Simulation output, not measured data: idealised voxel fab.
process module | voxel transistor to metal
cross-section cut | 170 nm wide | cells 5 nm
A cross-section is a grid of square cells, given in bands from the top down. A band is one or more rows of cells.
Each band's line starts with the height of the band's top and of its bottom, in nm. Then come its materials from left to right, each with its width in nm. One material with "throughout" fills the band from edge to edge. "air" is empty space.
Height 0 is the level under which the wafer as received is all one material. The lowest band goes on downwards, as in "0 down".
A width such as "30 to 40" changes by the same amount from each row of cells to the next, from the band's top row to its bottom row.
"no change" after a step means that no cell of the cross-section changed.
closed voids: empty space of 8 cells or more with no open way to the top, each as width x height at its distance from the left edge, in nm
after a step's settings: what the simulator itself notes on the step
overlay nm, on a step with a mask: how far to the right of its planned place the mask lay; to the left if negative
plan
1 op RECEIVE | material Si
2 op OXIDIZE | depth nm 5
3 op CONFORMAL_DEP | material SiN | thk nm 15
4 op PATTERN | tone cover | mask id ACTIVE | material resist | width nm 95 | thk nm 15 | overlay nm 0
5 op DIRECTIONAL_ETCH | etch materials SiN | depth nm 15
6 op DIRECTIONAL_ETCH | etch materials SiO2 | depth nm 5
7 op DIRECTIONAL_ETCH | etch materials Si | depth nm 25
8 op STRIP | etch materials resist
9 op OXIDIZE | depth nm 5
10 op FILL_DEP | material SiO2 | thk nm 10
11 op CMP | height nm 15
12 op SELECTIVE_ETCH | etch materials SiO2 | depth nm 15
13 op STRIP | etch materials SiN
14 op SELECTIVE_ETCH | etch materials SiO2 | depth nm 5
15 op OXIDIZE | depth nm 5
16 op DIRECTIONAL_DEP | material polySi | thk nm 30
17 op DIRECTIONAL_DEP | material SiCN | thk nm 10
18 op MASKED_ETCH | tone cover | mask id GATE | width nm 25 | etch materials SiCN | depth nm 20 | overlay nm 0
19 op MASKED_ETCH | tone cover | mask id GATE | width nm 25 | etch materials polySi | depth nm 40 | overlay nm 0
20 op CONFORMAL_DEP | material SiN | thk nm 10
21 op DIRECTIONAL_ETCH | etch materials SiN | depth nm 10
22 op DIRECTIONAL_ETCH | etch materials SiO2 | depth nm 5
23 op EPI | material nSi | thk nm 5
24 op FILL_DEP | material SiO2 | thk nm 5
25 op CMP | height nm 35
26 op DIRECTIONAL_DEP | material SiO2 | thk nm 15
27 op PATTERN | tone open | mask id CONTACT | material resist | width nm 25 | pitch nm 60 | thk nm 15 | overlay nm 0
28 op DIRECTIONAL_ETCH | etch materials SiO2 | depth nm 55
29 op STRIP | etch materials resist
30 op CONFORMAL_DEP | material TiN | thk nm 5
31 op FILL_DEP | material Ru | thk nm 5
32 op CMP | height nm 50
33 op CONFORMAL_DEP | material SiN | thk nm 5
34 op DIRECTIONAL_DEP | material SiO2 | thk nm 20
35 op PATTERN | tone open | mask id METAL_1 | material resist | width nm 15 | pitch nm 70 | thk nm 15 | overlay nm 0
36 op DIRECTIONAL_ETCH | etch materials SiO2 | depth nm 20
37 op DIRECTIONAL_ETCH | etch materials SiN | depth nm 5
38 op STRIP | etch materials resist
39 op CONFORMAL_DEP | material TiN | thk nm 5
40 op FILL_DEP | material Ru | thk nm 10
41 op CMP | height nm 75
42 op CONFORMAL_DEP | material SiN | thk nm 5
as received, after step 1
  0 down: Si throughout
  closed voids: none
first wafer at the end, as planned
  80 to 75: SiN throughout
  75 to 55: SiO2 40 | TiN 5 | Ru 5 | TiN 5 | SiO2 55 | TiN 5 | Ru 5 | TiN 5 | SiO2 45
  55 to 50: SiN 40 | TiN 15 | SiN 55 | TiN 15 | SiN 45
  50 to 40: SiO2 40 | TiN 5 | Ru 15 | TiN 5 | SiO2 35 | TiN 5 | Ru 15 | TiN 5 | SiO2 45
  40 to 35: SiO2 40 | TiN 5 | Ru 10 | TiN 10 | SiO2 35 | TiN 10 | Ru 10 | TiN 5 | SiO2 45
  35 to 25: SiO2 40 | TiN 5 | Ru 10 | TiN 5 | SiN 10 | SiCN 25 | SiN 10 | TiN 5 | Ru 10 | TiN 5 | SiO2 45
  25 to 0: SiO2 40 | TiN 5 | Ru 10 | TiN 5 | SiN 10 | polySi 25 | SiN 10 | TiN 5 | Ru 10 | TiN 5 | SiO2 45
  0 to -5: SiO2 40 | TiN 20 | SiN 10 | polySi 25 | SiN 10 | TiN 20 | SiO2 45
  -5 to -10: SiO2 35 | nSi 25 | SiO2 45 | nSi 25 | SiO2 40
  -10 to -35: SiO2 40 | Si 85 | SiO2 45
  -35 down: Si throughout
  closed voids: none
second wafer at the end: like start, like plan, one mistake
  95 to 90: SiN throughout
  90 to 80: Ru throughout
  80 to 75: TiN 45 | Ru 5 | TiN 65 | Ru 5 | TiN 50
  75 to 55: SiO2 40 | TiN 5 | Ru 5 | TiN 5 | SiO2 55 | TiN 5 | Ru 5 | TiN 5 | SiO2 45
  55 to 50: SiN 40 | TiN 15 | SiN 55 | TiN 15 | SiN 45
  50 to 40: SiO2 40 | TiN 5 | Ru 15 | TiN 5 | SiO2 35 | TiN 5 | Ru 15 | TiN 5 | SiO2 45
  40 to 35: SiO2 40 | TiN 5 | Ru 10 | TiN 10 | SiO2 35 | TiN 10 | Ru 10 | TiN 5 | SiO2 45
  35 to 25: SiO2 40 | TiN 5 | Ru 10 | TiN 5 | SiN 10 | SiCN 25 | SiN 10 | TiN 5 | Ru 10 | TiN 5 | SiO2 45
  25 to 0: SiO2 40 | TiN 5 | Ru 10 | TiN 5 | SiN 10 | polySi 25 | SiN 10 | TiN 5 | Ru 10 | TiN 5 | SiO2 45
  0 to -5: SiO2 40 | TiN 20 | SiN 10 | polySi 25 | SiN 10 | TiN 20 | SiO2 45
  -5 to -10: SiO2 35 | nSi 25 | SiO2 45 | nSi 25 | SiO2 40
  -10 to -35: SiO2 40 | Si 85 | SiO2 45
  -35 down: Si throughout
  closed voids: none
what went wrong: step 41 was left out
at the end the second wafer has, in cells: 70 more of Ru | 32 more of TiN
